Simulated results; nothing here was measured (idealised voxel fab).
Process module name: voxel air gaps
This is section cut - it's 215 nm across, gridded in 5 nm square cells.
Format of a cross-section: grid, square cells. Given as bands. Order: top down. Band: one or more rows of cells. Heights first: top, then bottom, in nm. Then materials, left to right, each with a width in nm. "all across" on a single material: fills the band edge to edge. "empty": empty space. Counting heights begins at 0, where everything beneath is, in the wafer as received, one material. The lowest band has no bottom; it goes on downwards, as "from 0 down" shows. Note: "30..40" means the width goes from the first number (top row of the band) to the second number (bottom row) in equal steps per row of cells. It should be understood that the words "nothing got changed", when stated for a given step, signify that the cross-section underwent no change in any of its cells during that step. The entry titled "Closed void entries" provides the empty spaces that have no open way to the top, restricted to those of 8 cells or more. Each is presented as width x height at distance, the distance being measured from the left edge, with all three in nm. What comes after the settings on a step's line is commentary from the simulator itself on that step. If you see "overlay nm" on a step's line and that step has a mask, it's telling you how far right of where it was planned the mask ended up; a negative number means it went left instead. Reading guide: pairs of cross-sections, before and after one process step; after view cut off at lowest changed band; step and settings listed under each pair. Pairs may stem from different runs of this module on the same starting wafer; continuity with the pair above only where the "Before-step section" entry states it.
BEFORE-STEP SECTION
- from 0 down = Si all across
- Closed void entries: none
AFTER THE STEP
- from 15 to 0 = SiO2 all across
- Beneath the level 0, the cross-section is identical to its previous state.
- Closed void entries: none
Operation between the pre and post cross-sections above: op CONFORMAL_DEP | material SiO2 | thk nm 15
Before-step section: Reference is made to the cross-section shown after the step in the pair directly above, which represents the state prior to this step.
AFTER THE STEP
- from 20 to 15 = SiCN all across
- Beneath the level 15, the cross-section is identical to its previous state.
- Closed void entries: none
Operation between the pre and post cross-sections above: op CONFORMAL_DEP | material SiCN | thk nm 5
Before-step section: Reference is made to the cross-section shown after the step in the pair directly above, which represents the state prior to this step.
AFTER THE STEP
- from 55 to 20 = SiO2 all across
- Beneath the level 20, the cross-section is identical to its previous state.
- Closed void entries: none
Operation between the pre and post cross-sections above: op DIRECTIONAL_DEP | material SiO2 | thk nm 35
Before-step section: Reference is made to the cross-section shown after the step in the pair directly above, which represents the state prior to this step.
AFTER THE STEP
- from 70 to 55 = aC all across
- Beneath the level 55, the cross-section is identical to its previous state.
- Closed void entries: none
Operation between the pre and post cross-sections above: op DIRECTIONAL_DEP | material aC | thk nm 15
Before-step section: Reference is made to the cross-section shown after the step in the pair directly above, which represents the state prior to this step.
AFTER THE STEP
- from 100 to 70 = resist=45 / empty=25 / resist=25 / empty=25 / resist=25 / empty=25 / resist=45
- Beneath the level 70, the cross-section is identical to its previous state.
- Closed void entries: none
Operation between the pre and post cross-sections above: op PATTERN | tone open | mask id LINES | material resist | width nm 25 | pitch nm 50 | thk nm 30 | overlay nm 0
Before-step section: Reference is made to the cross-section shown after the step in the pair directly above, which represents the state prior to this step.
AFTER THE STEP
- from 85 to 70 = resist=45 / empty=25 / resist=25 / empty=25 / resist=25 / empty=25 / resist=45
- from 70 to 55 = aC=45 / empty=25 / aC=25 / empty=25 / aC=25 / empty=25 / aC=45
- Beneath the level 55, the cross-section is identical to its previous state.
- Closed void entries: none
Operation between the pre and post cross-sections above: op DIRECTIONAL_ETCH | etch materials aC | depth nm 15
Before-step section: Reference is made to the cross-section shown after the step in the pair directly above, which represents the state prior to this step.
AFTER THE STEP
- from 70 to 55 = aC=45 / empty=25 / aC=25 / empty=25 / aC=25 / empty=25 / aC=45
- Beneath the level 55, the cross-section is identical to its previous state.
- Closed void entries: none
Operation between the pre and post cross-sections above: op STRIP | etch materials resist
Before-step section: Reference is made to the cross-section shown after the step in the pair directly above, which represents the state prior to this step.
AFTER THE STEP
- from 70 to 55 = aC=45 / empty=25 / aC=25 / empty=25 / aC=25 / empty=25 / aC=45
- from 55 to 20 = SiO2=45 / empty=25 / SiO2=25 / empty=25 / SiO2=25 / empty=25 / SiO2=45
- Beneath the level 20, the cross-section is identical to its previous state.
- Closed void entries: none
Operation between the pre and post cross-sections above: op DIRECTIONAL_ETCH | etch materials SiO2 | depth nm 35
Before-step section: Reference is made to the cross-section shown after the step in the pair directly above, which represents the state prior to this step.
AFTER THE STEP
- from 55 to 20 = SiO2=45 / empty=25 / SiO2=25 / empty=25 / SiO2=25 / empty=25 / SiO2=45
- Beneath the level 20, the cross-section is identical to its previous state.
- Closed void entries: none
Operation between the pre and post cross-sections above: op STRIP | etch materials aC
Before-step section: Reference is made to the cross-section shown after the step in the pair directly above, which represents the state prior to this step.
AFTER THE STEP
- from 60 to 55 = TiN=50 / empty=15 / TiN=35 / empty=15 / TiN=35 / empty=15 / TiN=50
- from 55 to 25 = SiO2=45 / TiN=5 / empty=15 / TiN=5 / SiO2=25 / TiN=5 / empty=15 / TiN=5 / SiO2=25 / TiN=5 / empty=15 / TiN=5 / SiO2=45
- from 25 to 20 = SiO2=45 / TiN=25 / SiO2=25 / TiN=25 / SiO2=25 / TiN=25 / SiO2=45
- Beneath the level 20, the cross-section is identical to its previous state.
- Closed void entries: none
Operation between the pre and post cross-sections above: op CONFORMAL_DEP | material TiN | thk nm 5
Before-step section: Reference is made to the cross-section shown after the step in the pair directly above, which represents the state prior to this step.
AFTER THE STEP
- from 65 to 60 = W all across
- from 60 to 55 = TiN=50 / W=15 / TiN=35 / W=15 / TiN=35 / W=15 / TiN=50
- from 55 to 25 = SiO2=45 / TiN=5 / W=15 / TiN=5 / SiO2=25 / TiN=5 / W=15 / TiN=5 / SiO2=25 / TiN=5 / W=15 / TiN=5 / SiO2=45
- Beneath the level 25, the cross-section is identical to its previous state.
- Closed void entries: none
Operation between the pre and post cross-sections above: op FILL_DEP | material W | thk nm 5
Before-step section: Reference is made to the cross-section shown after the step in the pair directly above, which represents the state prior to this step.
AFTER THE STEP
- from 55 to 25 = SiO2=45 / TiN=5 / W=15 / TiN=5 / SiO2=25 / TiN=5 / W=15 / TiN=5 / SiO2=25 / TiN=5 / W=15 / TiN=5 / SiO2=45
- Beneath the level 25, the cross-section is identical to its previous state.
- Closed void entries: none
Operation between the pre and post cross-sections above: op CMP | height nm 55
Before-step section: Reference is made to the cross-section shown after the step in the pair directly above, which represents the state prior to this step.
AFTER THE STEP
- from 65 to 55 = empty=35 / Ru=45 / empty=5 / Ru=45 / empty=5 / Ru=45 / empty=35
- Beneath the level 55, the cross-section is identical to its previous state.
- Closed void entries: none
Operation between the pre and post cross-sections above: op EPI | material Ru | thk nm 10
Before-step section: Reference is made to the cross-section shown after the step in the pair directly above, which represents the state prior to this step.
AFTER THE STEP
- from 65 to 55 = empty=35 / Ru=45 / empty=5 / Ru=45 / empty=5 / Ru=45 / empty=35
- from 55 to 25 = empty=45 / TiN=5 / W=15 / TiN=5 / empty=25 / TiN=5 / W=15 / TiN=5 / empty=25 / TiN=5 / W=15 / TiN=5 / empty=45
- from 25 to 20 = empty=45 / TiN=25 / empty=25 / TiN=25 / empty=25 / TiN=25 / empty=45
- Beneath the level 20, the cross-section is identical to its previous state.
- Closed void entries: none
Operation between the pre and post cross-sections above: op SELECTIVE_ETCH | etch materials SiO2 | depth nm 45
Before-step section: Reference is made to the cross-section shown after the step in the pair directly above, which represents the state prior to this step.
AFTER THE STEP
- from 70 to 65 = empty=30 / SiCN=155 / empty=30
- from 65 to 55 = empty=30 / SiCN=5 / Ru=45 / SiCN=5 / Ru=45 / SiCN=5 / Ru=45 / SiCN=5 / empty=30
- from 55 to 50 = empty=30 / SiCN=15 / TiN=5 / W=15 / TiN=5 / SiCN=25 / TiN=5 / W=15 / TiN=5 / SiCN=25 / TiN=5 / W=15 / TiN=5 / SiCN=15 / empty=30
- from 50 to 25 = empty=40 / SiCN=5 / TiN=5 / W=15 / TiN=5 / SiCN=5 / empty=15 / SiCN=5 / TiN=5 / W=15 / TiN=5 / SiCN=5 / empty=15 / SiCN=5 / TiN=5 / W=15 / TiN=5 / SiCN=5 / empty=40
- from 25 to 20 = SiCN=45 / TiN=25 / SiCN=25 / TiN=25 / SiCN=25 / TiN=25 / SiCN=45
- Beneath the level 20, the cross-section is identical to its previous state.
- Closed void entries: 15 x 25 at 75; 15 x 25 at 125
Operation between the pre and post cross-sections above: op CONFORMAL_DEP | material SiCN | thk nm 5
BEFORE-STEP SECTION
- from 15 to 0 = SiO2 all across
- from 0 down = Si all across
- Closed void entries: none
AFTER THE STEP
- from 50 to 0 = SiO2 all across
- Beneath the level 0, the cross-section is identical to its previous state.
- Closed void entries: none
Operation between the pre and post cross-sections above: op DIRECTIONAL_DEP | material SiO2 | thk nm 35
Before-step section: Reference is made to the cross-section shown after the step in the pair directly above, which represents the state prior to this step.
AFTER THE STEP
- from 65 to 50 = aC all across
- Beneath the level 50, the cross-section is identical to its previous state.
- Closed void entries: none
Operation between the pre and post cross-sections above: op DIRECTIONAL_DEP | material aC | thk nm 15
Before-step section: Reference is made to the cross-section shown after the step in the pair directly above, which represents the state prior to this step.
AFTER THE STEP
- from 95 to 65 = resist=45 / empty=25 / resist=25 / empty=25 / resist=25 / empty=25 / resist=45
- Beneath the level 65, the cross-section is identical to its previous state.
- Closed void entries: none
Operation between the pre and post cross-sections above: op PATTERN | tone open | mask id LINES | material resist | width nm 25 | pitch nm 50 | thk nm 30 | overlay nm 0
Before-step section: Reference is made to the cross-section shown after the step in the pair directly above, which represents the state prior to this step.
AFTER THE STEP
- from 80 to 65 = resist=45 / empty=25 / resist=25 / empty=25 / resist=25 / empty=25 / resist=45
- from 65 to 50 = aC=45 / empty=25 / aC=25 / empty=25 / aC=25 / empty=25 / aC=45
- Beneath the level 50, the cross-section is identical to its previous state.
- Closed void entries: none
Operation between the pre and post cross-sections above: op DIRECTIONAL_ETCH | etch materials aC | depth nm 15
Before-step section: Reference is made to the cross-section shown after the step in the pair directly above, which represents the state prior to this step.
AFTER THE STEP
- from 65 to 50 = aC=45 / empty=25 / aC=25 / empty=25 / aC=25 / empty=25 / aC=45
- Beneath the level 50, the cross-section is identical to its previous state.
- Closed void entries: none
Operation between the pre and post cross-sections above: op STRIP | etch materials resist
Before-step section: Reference is made to the cross-section shown after the step in the pair directly above, which represents the state prior to this step.
AFTER THE STEP
- from 65 to 50 = aC=45 / empty=25 / aC=25 / empty=25 / aC=25 / empty=25 / aC=45
- from 50 to 15 = SiO2=45 / empty=25 / SiO2=25 / empty=25 / SiO2=25 / empty=25 / SiO2=45
- Beneath the level 15, the cross-section is identical to its previous state.
- Closed void entries: none
Operation between the pre and post cross-sections above: op DIRECTIONAL_ETCH | etch materials SiO2 | depth nm 35
Before-step section: Reference is made to the cross-section shown after the step in the pair directly above, which represents the state prior to this step.
AFTER THE STEP
- from 50 to 15 = SiO2=45 / empty=25 / SiO2=25 / empty=25 / SiO2=25 / empty=25 / SiO2=45
- Beneath the level 15, the cross-section is identical to its previous state.
- Closed void entries: none
Operation between the pre and post cross-sections above: op STRIP | etch materials aC
Before-step section: Reference is made to the cross-section shown after the step in the pair directly above, which represents the state prior to this step.
AFTER THE STEP
- from 55 to 50 = TiN=50 / empty=15 / TiN=35 / empty=15 / TiN=35 / empty=15 / TiN=50
- from 50 to 20 = SiO2=45 / TiN=5 / empty=15 / TiN=5 / SiO2=25 / TiN=5 / empty=15 / TiN=5 / SiO2=25 / TiN=5 / empty=15 / TiN=5 / SiO2=45
- from 20 to 15 = SiO2=45 / TiN=25 / SiO2=25 / TiN=25 / SiO2=25 / TiN=25 / SiO2=45
- Beneath the level 15, the cross-section is identical to its previous state.
- Closed void entries: none
Operation between the pre and post cross-sections above: op CONFORMAL_DEP | material TiN | thk nm 5
Before-step section: Reference is made to the cross-section shown after the step in the pair directly above, which represents the state prior to this step.
AFTER THE STEP
- from 60 to 55 = W all across
- from 55 to 50 = TiN=50 / W=15 / TiN=35 / W=15 / TiN=35 / W=15 / TiN=50
- from 50 to 20 = SiO2=45 / TiN=5 / W=15 / TiN=5 / SiO2=25 / TiN=5 / W=15 / TiN=5 / SiO2=25 / TiN=5 / W=15 / TiN=5 / SiO2=45
- Beneath the level 20, the cross-section is identical to its previous state.
- Closed void entries: none
Operation between the pre and post cross-sections above: op FILL_DEP | material W | thk nm 5
Before-step section: Reference is made to the cross-section shown after the step in the pair directly above, which represents the state prior to this step.
AFTER THE STEP
- from 55 to 50 = TiN=50 / W=15 / TiN=35 / W=15 / TiN=35 / W=15 / TiN=50
- Beneath the level 50, the cross-section is identical to its previous state.
- Closed void entries: none
Operation between the pre and post cross-sections above: op CMP | height nm 55
Before-step section: Reference is made to the cross-section shown after the step in the pair directly above, which represents the state prior to this step.
AFTER THE STEP
- from 65 to 55 = Ru all across
- Beneath the level 55, the cross-section is identical to its previous state.
- Closed void entries: none
Operation between the pre and post cross-sections above: op EPI | material Ru | thk nm 10
Before-step section: Reference is made to the cross-section shown after the step in the pair directly above, which represents the state prior to this step.
AFTER THE STEP
- from 70 to 65 = SiCN all across
- Beneath the level 65, the cross-section is identical to its previous state.
- Closed void entries: none
Operation between the pre and post cross-sections above: op CONFORMAL_DEP | material SiCN | thk nm 5
BEFORE-STEP SECTION
- from 15 to 0 = SiO2 all across
- from 0 down = Si all across
- Closed void entries: none
AFTER THE STEP
- from 30 to 0 = SiO2 all across
- Beneath the level 0, the cross-section is identical to its previous state.
- Closed void entries: none
Operation between the pre and post cross-sections above: op CONFORMAL_DEP | material SiO2 | thk nm 15
Before-step section: Reference is made to the cross-section shown after the step in the pair directly above, which represents the state prior to this step.
AFTER THE STEP
- from 35 to 30 = SiCN all across
- Beneath the level 30, the cross-section is identical to its previous state.
- Closed void entries: none
Operation between the pre and post cross-sections above: op CONFORMAL_DEP | material SiCN | thk nm 5
Before-step section: Reference is made to the cross-section shown after the step in the pair directly above, which represents the state prior to this step.
AFTER THE STEP
- from 70 to 35 = SiO2 all across
- Beneath the level 35, the cross-section is identical to its previous state.
- Closed void entries: none
Operation between the pre and post cross-sections above: op DIRECTIONAL_DEP | material SiO2 | thk nm 35
Before-step section: Reference is made to the cross-section shown after the step in the pair directly above, which represents the state prior to this step.
AFTER THE STEP
- from 85 to 70 = aC all across
- Beneath the level 70, the cross-section is identical to its previous state.
- Closed void entries: none
Operation between the pre and post cross-sections above: op DIRECTIONAL_DEP | material aC | thk nm 15
Before-step section: Reference is made to the cross-section shown after the step in the pair directly above, which represents the state prior to this step.
AFTER THE STEP
- from 115 to 85 = resist=45 / empty=25 / resist=25 / empty=25 / resist=25 / empty=25 / resist=45
- Beneath the level 85, the cross-section is identical to its previous state.
- Closed void entries: none
Operation between the pre and post cross-sections above: op PATTERN | tone open | mask id LINES | material resist | width nm 25 | pitch nm 50 | thk nm 30 | overlay nm 0
Before-step section: Reference is made to the cross-section shown after the step in the pair directly above, which represents the state prior to this step.
AFTER THE STEP
- from 100 to 85 = resist=45 / empty=25 / resist=25 / empty=25 / resist=25 / empty=25 / resist=45
- from 85 to 70 = aC=45 / empty=25 / aC=25 / empty=25 / aC=25 / empty=25 / aC=45
- Beneath the level 70, the cross-section is identical to its previous state.
- Closed void entries: none
Operation between the pre and post cross-sections above: op DIRECTIONAL_ETCH | etch materials aC | depth nm 15
Before-step section: Reference is made to the cross-section shown after the step in the pair directly above, which represents the state prior to this step.
AFTER THE STEP
- from 85 to 70 = aC=45 / empty=25 / aC=25 / empty=25 / aC=25 / empty=25 / aC=45
- Beneath the level 70, the cross-section is identical to its previous state.
- Closed void entries: none
Operation between the pre and post cross-sections above: op STRIP | etch materials resist
Before-step section: Reference is made to the cross-section shown after the step in the pair directly above, which represents the state prior to this step.
AFTER THE STEP
- from 85 to 70 = aC=45 / empty=25 / aC=25 / empty=25 / aC=25 / empty=25 / aC=45
- from 70 to 35 = SiO2=45 / empty=25 / SiO2=25 / empty=25 / SiO2=25 / empty=25 / SiO2=45
- Beneath the level 35, the cross-section is identical to its previous state.
- Closed void entries: none
Operation between the pre and post cross-sections above: op DIRECTIONAL_ETCH | etch materials SiO2 | depth nm 35
Before-step section: Reference is made to the cross-section shown after the step in the pair directly above, which represents the state prior to this step.
AFTER THE STEP
- from 70 to 35 = SiO2=45 / empty=25 / SiO2=25 / empty=25 / SiO2=25 / empty=25 / SiO2=45
- Beneath the level 35, the cross-section is identical to its previous state.
- Closed void entries: none
Operation between the pre and post cross-sections above: op STRIP | etch materials aC
Before-step section: Reference is made to the cross-section shown after the step in the pair directly above, which represents the state prior to this step.
AFTER THE STEP
- from 75 to 70 = TiN=50 / empty=15 / TiN=35 / empty=15 / TiN=35 / empty=15 / TiN=50
- from 70 to 40 = SiO2=45 / TiN=5 / empty=15 / TiN=5 / SiO2=25 / TiN=5 / empty=15 / TiN=5 / SiO2=25 / TiN=5 / empty=15 / TiN=5 / SiO2=45
- from 40 to 35 = SiO2=45 / TiN=25 / SiO2=25 / TiN=25 / SiO2=25 / TiN=25 / SiO2=45
- Beneath the level 35, the cross-section is identical to its previous state.
- Closed void entries: none
Operation between the pre and post cross-sections above: op CONFORMAL_DEP | material TiN | thk nm 5
Before-step section: Reference is made to the cross-section shown after the step in the pair directly above, which represents the state prior to this step.
AFTER THE STEP
- from 80 to 75 = W all across
- from 75 to 70 = TiN=50 / W=15 / TiN=35 / W=15 / TiN=35 / W=15 / TiN=50
- from 70 to 40 = SiO2=45 / TiN=5 / W=15 / TiN=5 / SiO2=25 / TiN=5 / W=15 / TiN=5 / SiO2=25 / TiN=5 / W=15 / TiN=5 / SiO2=45
- Beneath the level 40, the cross-section is identical to its previous state.
- Closed void entries: none
Operation between the pre and post cross-sections above: op FILL_DEP | material W | thk nm 5
Before-step section: Reference is made to the cross-section shown after the step in the pair directly above, which represents the state prior to this step.
AFTER THE STEP
- from 55 to 40 = SiO2=45 / TiN=5 / W=15 / TiN=5 / SiO2=25 / TiN=5 / W=15 / TiN=5 / SiO2=25 / TiN=5 / W=15 / TiN=5 / SiO2=45
- Beneath the level 40, the cross-section is identical to its previous state.
- Closed void entries: none
Operation between the pre and post cross-sections above: op CMP | height nm 55
Before-step section: Reference is made to the cross-section shown after the step in the pair directly above, which represents the state prior to this step.
AFTER THE STEP
- from 65 to 55 = empty=35 / Ru=45 / empty=5 / Ru=45 / empty=5 / Ru=45 / empty=35
- Beneath the level 55, the cross-section is identical to its previous state.
- Closed void entries: none
Operation between the pre and post cross-sections above: op EPI | material Ru | thk nm 10
Before-step section: Reference is made to the cross-section shown after the step in the pair directly above, which represents the state prior to this step.
AFTER THE STEP
- from 65 to 55 = empty=35 / Ru=45 / empty=5 / Ru=45 / empty=5 / Ru=45 / empty=35
- from 55 to 40 = empty=45 / TiN=5 / W=15 / TiN=5 / empty=25 / TiN=5 / W=15 / TiN=5 / empty=25 / TiN=5 / W=15 / TiN=5 / empty=45
- from 40 to 35 = empty=45 / TiN=25 / empty=25 / TiN=25 / empty=25 / TiN=25 / empty=45
- Beneath the level 35, the cross-section is identical to its previous state.
- Closed void entries: none
Operation between the pre and post cross-sections above: op SELECTIVE_ETCH | etch materials SiO2 | depth nm 45
Before-step section: Reference is made to the cross-section shown after the step in the pair directly above, which represents the state prior to this step.
AFTER THE STEP
- from 70 to 65 = empty=30 / SiCN=155 / empty=30
- from 65 to 55 = empty=30 / SiCN=5 / Ru=45 / SiCN=5 / Ru=45 / SiCN=5 / Ru=45 / SiCN=5 / empty=30
- from 55 to 50 = empty=30 / SiCN=15 / TiN=5 / W=15 / TiN=5 / SiCN=25 / TiN=5 / W=15 / TiN=5 / SiCN=25 / TiN=5 / W=15 / TiN=5 / SiCN=15 / empty=30
- from 50 to 40 = empty=40 / SiCN=5 / TiN=5 / W=15 / TiN=5 / SiCN=5 / empty=15 / SiCN=5 / TiN=5 / W=15 / TiN=5 / SiCN=5 / empty=15 / SiCN=5 / TiN=5 / W=15 / TiN=5 / SiCN=5 / empty=40
- from 40 to 35 = SiCN=45 / TiN=25 / SiCN=25 / TiN=25 / SiCN=25 / TiN=25 / SiCN=45
- Beneath the level 35, the cross-section is identical to its previous state.
- Closed void entries: none
Operation between the pre and post cross-sections above: op CONFORMAL_DEP | material SiCN | thk nm 5
BEFORE-STEP SECTION
- from 50 to 0 = SiO2 all across
- from 0 down = Si all across
- Closed void entries: none
AFTER THE STEP
- from 55 to 50 = SiCN all across
- Beneath the level 50, the cross-section is identical to its previous state.
- Closed void entries: none
Operation between the pre and post cross-sections above: op CONFORMAL_DEP | material SiCN | thk nm 5
Before-step section: Reference is made to the cross-section shown after the step in the pair directly above, which represents the state prior to this step.
AFTER THE STEP
- from 70 to 55 = aC all across
- Beneath the level 55, the cross-section is identical to its previous state.
- Closed void entries: none
Operation between the pre and post cross-sections above: op DIRECTIONAL_DEP | material aC | thk nm 15
Before-step section: Reference is made to the cross-section shown after the step in the pair directly above, which represents the state prior to this step.
AFTER THE STEP
- from 100 to 70 = resist=45 / empty=25 / resist=25 / empty=25 / resist=25 / empty=25 / resist=45
- Beneath the level 70, the cross-section is identical to its previous state.
- Closed void entries: none
Operation between the pre and post cross-sections above: op PATTERN | tone open | mask id LINES | material resist | width nm 25 | pitch nm 50 | thk nm 30 | overlay nm 0
Before-step section: Reference is made to the cross-section shown after the step in the pair directly above, which represents the state prior to this step.
AFTER THE STEP
- from 85 to 70 = resist=45 / empty=25 / resist=25 / empty=25 / resist=25 / empty=25 / resist=45
- from 70 to 55 = aC=45 / empty=25 / aC=25 / empty=25 / aC=25 / empty=25 / aC=45
- Beneath the level 55, the cross-section is identical to its previous state.
- Closed void entries: none
Operation between the pre and post cross-sections above: op DIRECTIONAL_ETCH | etch materials aC | depth nm 15
Before-step section: Reference is made to the cross-section shown after the step in the pair directly above, which represents the state prior to this step.
AFTER THE STEP
- from 70 to 55 = aC=45 / empty=25 / aC=25 / empty=25 / aC=25 / empty=25 / aC=45
- Beneath the level 55, the cross-section is identical to its previous state.
- Closed void entries: none
Operation between the pre and post cross-sections above: op STRIP | etch materials resist
Before-step section: Reference is made to the cross-section shown after the step in the pair directly above, which represents the state prior to this step.
AFTER THE STEP
- from 55 to 50 = SiCN all across
- Beneath the level 50, the cross-section is identical to its previous state.
- Closed void entries: none
Operation between the pre and post cross-sections above: op STRIP | etch materials aC
Before-step section: Reference is made to the cross-section shown after the step in the pair directly above, which represents the state prior to this step.
AFTER THE STEP
- from 60 to 55 = TiN all across
- Beneath the level 55, the cross-section is identical to its previous state.
- Closed void entries: none
Operation between the pre and post cross-sections above: op CONFORMAL_DEP | material TiN | thk nm 5
Before-step section: Reference is made to the cross-section shown after the step in the pair directly above, which represents the state prior to this step.
AFTER THE STEP
- from 65 to 60 = W all across
- Beneath the level 60, the cross-section is identical to its previous state.
- Closed void entries: none
Operation between the pre and post cross-sections above: op FILL_DEP | material W | thk nm 5
Before-step section: Reference is made to the cross-section shown after the step in the pair directly above, which represents the state prior to this step.
AFTER THE STEP
- from 55 to 50 = SiCN all across
- Beneath the level 50, the cross-section is identical to its previous state.
- Closed void entries: none
Operation between the pre and post cross-sections above: op CMP | height nm 55
Before-step section: Reference is made to the cross-section shown after the step in the pair directly above, which represents the state prior to this step.
AFTER THE STEP
- from 60 to 50 = SiCN all across
- Beneath the level 50, the cross-section is identical to its previous state.
- Closed void entries: none
Operation between the pre and post cross-sections above: op CONFORMAL_DEP | material SiCN | thk nm 5
BEFORE-STEP SECTION
- from 0 down = Si all across
- Closed void entries: none
AFTER THE STEP
- from 25 to 0 = SiO2 all across
- Beneath the level 0, the cross-section is identical to its previous state.
- Closed void entries: none
Operation between the pre and post cross-sections above: op CONFORMAL_DEP | material SiO2 | thk nm 25
Before-step section: Reference is made to the cross-section shown after the step in the pair directly above, which represents the state prior to this step.
AFTER THE STEP
- from 30 to 25 = SiCN all across
- Beneath the level 25, the cross-section is identical to its previous state.
- Closed void entries: none
Operation between the pre and post cross-sections above: op CONFORMAL_DEP | material SiCN | thk nm 5
Before-step section: Reference is made to the cross-section shown after the step in the pair directly above, which represents the state prior to this step.
AFTER THE STEP
- from 65 to 30 = SiO2 all across
- Beneath the level 30, the cross-section is identical to its previous state.
- Closed void entries: none
Operation between the pre and post cross-sections above: op DIRECTIONAL_DEP | material SiO2 | thk nm 35
Before-step section: Reference is made to the cross-section shown after the step in the pair directly above, which represents the state prior to this step.
AFTER THE STEP
- from 80 to 65 = aC all across
- Beneath the level 65, the cross-section is identical to its previous state.
- Closed void entries: none
Operation between the pre and post cross-sections above: op DIRECTIONAL_DEP | material aC | thk nm 15
Before-step section: Reference is made to the cross-section shown after the step in the pair directly above, which represents the state prior to this step.
AFTER THE STEP
- from 110 to 80 = resist=45 / empty=25 / resist=25 / empty=25 / resist=25 / empty=25 / resist=45
- Beneath the level 80, the cross-section is identical to its previous state.
- Closed void entries: none
Operation between the pre and post cross-sections above: op PATTERN | tone open | mask id LINES | material resist | width nm 25 | pitch nm 50 | thk nm 30 | overlay nm 0
Before-step section: Reference is made to the cross-section shown after the step in the pair directly above, which represents the state prior to this step.
AFTER THE STEP
- from 95 to 80 = resist=45 / empty=25 / resist=25 / empty=25 / resist=25 / empty=25 / resist=45
- from 80 to 65 = aC=45 / empty=25 / aC=25 / empty=25 / aC=25 / empty=25 / aC=45
- Beneath the level 65, the cross-section is identical to its previous state.
- Closed void entries: none
Operation between the pre and post cross-sections above: op DIRECTIONAL_ETCH | etch materials aC | depth nm 15
Before-step section: Reference is made to the cross-section shown after the step in the pair directly above, which represents the state prior to this step.
AFTER THE STEP
- from 80 to 65 = aC=45 / empty=25 / aC=25 / empty=25 / aC=25 / empty=25 / aC=45
- Beneath the level 65, the cross-section is identical to its previous state.
- Closed void entries: none
Operation between the pre and post cross-sections above: op STRIP | etch materials resist
Before-step section: Reference is made to the cross-section shown after the step in the pair directly above, which represents the state prior to this step.
AFTER THE STEP
- from 80 to 65 = aC=45 / empty=25 / aC=25 / empty=25 / aC=25 / empty=25 / aC=45
- from 65 to 30 = SiO2=45 / empty=25 / SiO2=25 / empty=25 / SiO2=25 / empty=25 / SiO2=45
- Beneath the level 30, the cross-section is identical to its previous state.
- Closed void entries: none
Operation between the pre and post cross-sections above: op DIRECTIONAL_ETCH | etch materials SiO2 | depth nm 35
Before-step section: Reference is made to the cross-section shown after the step in the pair directly above, which represents the state prior to this step.
AFTER THE STEP
- from 65 to 30 = SiO2=45 / empty=25 / SiO2=25 / empty=25 / SiO2=25 / empty=25 / SiO2=45
- Beneath the level 30, the cross-section is identical to its previous state.
- Closed void entries: none
Operation between the pre and post cross-sections above: op STRIP | etch materials aC
Before-step section: Reference is made to the cross-section shown after the step in the pair directly above, which represents the state prior to this step.
AFTER THE STEP
- from 70 to 65 = TiN=50 / empty=15 / TiN=35 / empty=15 / TiN=35 / empty=15 / TiN=50
- from 65 to 35 = SiO2=45 / TiN=5 / empty=15 / TiN=5 / SiO2=25 / TiN=5 / empty=15 / TiN=5 / SiO2=25 / TiN=5 / empty=15 / TiN=5 / SiO2=45
- from 35 to 30 = SiO2=45 / TiN=25 / SiO2=25 / TiN=25 / SiO2=25 / TiN=25 / SiO2=45
- Beneath the level 30, the cross-section is identical to its previous state.
- Closed void entries: none
Operation between the pre and post cross-sections above: op CONFORMAL_DEP | material TiN | thk nm 5
Before-step section: Reference is made to the cross-section shown after the step in the pair directly above, which represents the state prior to this step.
AFTER THE STEP
- from 75 to 70 = W all across
- from 70 to 65 = TiN=50 / W=15 / TiN=35 / W=15 / TiN=35 / W=15 / TiN=50
- from 65 to 35 = SiO2=45 / TiN=5 / W=15 / TiN=5 / SiO2=25 / TiN=5 / W=15 / TiN=5 / SiO2=25 / TiN=5 / W=15 / TiN=5 / SiO2=45
- Beneath the level 35, the cross-section is identical to its previous state.
- Closed void entries: none
Operation between the pre and post cross-sections above: op FILL_DEP | material W | thk nm 5
Before-step section: Reference is made to the cross-section shown after the step in the pair directly above, which represents the state prior to this step.
AFTER THE STEP
- from 55 to 35 = SiO2=45 / TiN=5 / W=15 / TiN=5 / SiO2=25 / TiN=5 / W=15 / TiN=5 / SiO2=25 / TiN=5 / W=15 / TiN=5 / SiO2=45
- Beneath the level 35, the cross-section is identical to its previous state.
- Closed void entries: none
Operation between the pre and post cross-sections above: op CMP | height nm 55
Before-step section: Reference is made to the cross-section shown after the step in the pair directly above, which represents the state prior to this step.
AFTER THE STEP
- from 65 to 55 = empty=35 / Ru=45 / empty=5 / Ru=45 / empty=5 / Ru=45 / empty=35
- Beneath the level 55, the cross-section is identical to its previous state.
- Closed void entries: none
Operation between the pre and post cross-sections above: op EPI | material Ru | thk nm 10
Before-step section: Reference is made to the cross-section shown after the step in the pair directly above, which represents the state prior to this step.
AFTER THE STEP
- from 65 to 55 = empty=35 / Ru=45 / empty=5 / Ru=45 / empty=5 / Ru=45 / empty=35
- from 55 to 35 = empty=45 / TiN=5 / W=15 / TiN=5 / empty=25 / TiN=5 / W=15 / TiN=5 / empty=25 / TiN=5 / W=15 / TiN=5 / empty=45
- from 35 to 30 = empty=45 / TiN=25 / empty=25 / TiN=25 / empty=25 / TiN=25 / empty=45
- Beneath the level 30, the cross-section is identical to its previous state.
- Closed void entries: none
Operation between the pre and post cross-sections above: op SELECTIVE_ETCH | etch materials SiO2 | depth nm 45
Before-step section: Reference is made to the cross-section shown after the step in the pair directly above, which represents the state prior to this step.
AFTER THE STEP
- from 70 to 65 = empty=30 / SiCN=155 / empty=30
- from 65 to 55 = empty=30 / SiCN=5 / Ru=45 / SiCN=5 / Ru=45 / SiCN=5 / Ru=45 / SiCN=5 / empty=30
- from 55 to 50 = empty=30 / SiCN=15 / TiN=5 / W=15 / TiN=5 / SiCN=25 / TiN=5 / W=15 / TiN=5 / SiCN=25 / TiN=5 / W=15 / TiN=5 / SiCN=15 / empty=30
- from 50 to 35 = empty=40 / SiCN=5 / TiN=5 / W=15 / TiN=5 / SiCN=5 / empty=15 / SiCN=5 / TiN=5 / W=15 / TiN=5 / SiCN=5 / empty=15 / SiCN=5 / TiN=5 / W=15 / TiN=5 / SiCN=5 / empty=40
- from 35 to 30 = SiCN=45 / TiN=25 / SiCN=25 / TiN=25 / SiCN=25 / TiN=25 / SiCN=45
- Beneath the level 30, the cross-section is identical to its previous state.
- Closed void entries: 15 x 15 at 75; 15 x 15 at 125
Operation between the pre and post cross-sections above: op CONFORMAL_DEP | material SiCN | thk nm 5
